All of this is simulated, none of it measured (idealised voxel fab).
voxel released beams: a process module
cross-section cut | 165 nm wide | cells 5 nm
Cross-section layout: square cells on a grid; listed as bands, top to bottom; a band spans one or more cell rows.
Heights first: top, then bottom, in nm. Then materials, left to right, each with a width in nm. "edge to edge" on a single material: fills the band edge to edge. "air": empty space.
Height 0 is the level under which the wafer as received is all one material. The lowest band goes on downwards, as in "0..down".
The two numbers in a width such as "30 to 40" mark its ends across the band: the first belongs to the top row of cells, the second to the bottom row, and from each row to the next the width moves by the same amount.
Given "remains unaltered" for a step, no cell of the cross-section differs between before and after that step.
Under "Cavities, sealed" you'll find the enclosed gaps, the ones with no way out to the top, that are 8 cells or bigger; each reads width x height at distance, with distance counted from the left edge, everything in nm.
The remark found on a step's line after its settings is issued by the simulator itself and pertains to that step.
The setting "overlay nm" may be written on the line of a step. When the step uses a mask, the value reports how far to the right of the planned place the mask lay, and a negative value reports that it lay to the left.

**Process steps (planned)**
- 1: RECEIVE [material Si]
- 2: CONFORMAL_DEP [material SiN] [thk nm 5]
- 3: DIRECTIONAL_DEP [material SiO2] [thk nm 20]
- 4: MASKED_ETCH [tone open] [mask id ANCHOR] [width nm 35] [etch materials SiO2] [depth nm 20] [overlay nm 0]
- 5: CONFORMAL_DEP [material polySi] [thk nm 15]
- 6: MASKED_ETCH [tone cover] [mask id BEAM] [width nm 95] [etch materials polySi] [depth nm 15] [overlay nm 0]
- 7: STRIP [etch materials SiO2]
Split variable: thk nm, step 2. Plan value = first wafer. Wafers start alike.

**Cross-section: the first of several wafers in its as-received state, i.e. following step 1**
> 0..down | Si edge to edge
> Cavities, sealed: none

**Wafer cross-section (first of several) - module end, post step 7 (last step)**
> 40..25 | 30 air; 20 polySi; 5 air; 70 polySi; 40 air
> 25..20 | 35 air; 15 polySi; 5 air; 15 polySi; 95 air
> 20..5 | 35 air; 35 polySi; 95 air
> 5..0 | SiN edge to edge
> 0..down | Si edge to edge
> Cavities, sealed: none

**Of the several wafers, the last: cross-section at the end of the module**
> 55..40 | 30 air; 20 polySi; 5 air; 70 polySi; 40 air
> 40..35 | 35 air; 15 polySi; 5 air; 15 polySi; 95 air
> 35..20 | 35 air; 35 polySi; 95 air
> 20..0 | SiN edge to edge
> 0..down | Si edge to edge
> Cavities, sealed: none

**Row per wafer, end-of-module: cell gain (+)/loss (-) by material since the wafer came in, then closed voids**
thk nm 5; +33 SiN; +81 polySi; Cavities, sealed: none
thk nm 10; +66 SiN; +81 polySi; Cavities, sealed: none
thk nm 15; +99 SiN; +81 polySi; Cavities, sealed: none
thk nm 20; +132 SiN; +81 polySi; Cavities, sealed: none
